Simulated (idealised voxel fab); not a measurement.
process module | voxel ribs on slabs
cross-section cut | 175 nm wide | cells 5 nm
A cross-section is a grid of square cells, given in bands from the top down. A band is one or more rows of cells.
Each band's line starts with the height of the band's top and of its bottom, in nm. Then come its materials from left to right, each with its width in nm. One material with "throughout" fills the band from edge to edge. "air" is empty space.
Height 0 is the level under which the wafer as received is all one material. The lowest band goes on downwards, as in "0 down".
A width such as "30 to 40" changes by the same amount from each row of cells to the next, from the band's top row to its bottom row.
"no change" after a step means that no cell of the cross-section changed.
closed voids: empty space of 8 cells or more with no open way to the top, each as width x height at its distance from the left edge, in nm
after a step's settings: what the simulator itself notes on the step
overlay nm, on a step with a mask: how far to the right of its planned place the mask lay; to the left if negative
plan
1 op RECEIVE | material Si
2 op DIRECTIONAL_DEP | material SiO2 | thk nm 20
3 op DIRECTIONAL_DEP | material SiN | thk nm 15
4 op DIRECTIONAL_DEP | material aC | thk nm 10
5 op PATTERN | tone cover | mask id RIB | material resist | width nm 25 | thk nm 25 | overlay nm 0
6 op DIRECTIONAL_ETCH | etch materials aC | depth nm 10
7 op STRIP | etch materials resist
8 op DIRECTIONAL_ETCH | etch materials SiN | depth nm 5
9 op STRIP | etch materials aC
10 op MASKED_ETCH | tone cover | mask id SLAB | width nm 85 | etch materials SiN | depth nm 10 | overlay nm 0
11 op FILL_DEP | material SiO2 | thk nm 25
12 op CMP | height nm 50
13 op DIRECTIONAL_DEP | material W | thk nm 5
14 op DIRECTIONAL_DEP | material aC | thk nm 10
15 op PATTERN | tone cover | mask id HEATER | material resist | width nm 35 | thk nm 25 | overlay nm 0
16 op DIRECTIONAL_ETCH | etch materials aC | depth nm 10
17 op STRIP | etch materials resist
18 op DIRECTIONAL_ETCH | etch materials W | depth nm 5
19 op STRIP | etch materials aC
20 op CONFORMAL_DEP | material SiO2 | thk nm 5
as received, after step 1
  0 down: Si throughout
  closed voids: none
a wafer at the end: this start, this plan, one mistake
  60 to 55: air 65 | SiO2 45 | air 65
  55 to 50: SiO2 70 | W 35 | SiO2 70
  50 to 40: SiO2 45 | SiN 85 | SiO2 45
  40 to 0: SiO2 throughout
  0 down: Si throughout
  closed voids: none
what went wrong: step 2 was run twice
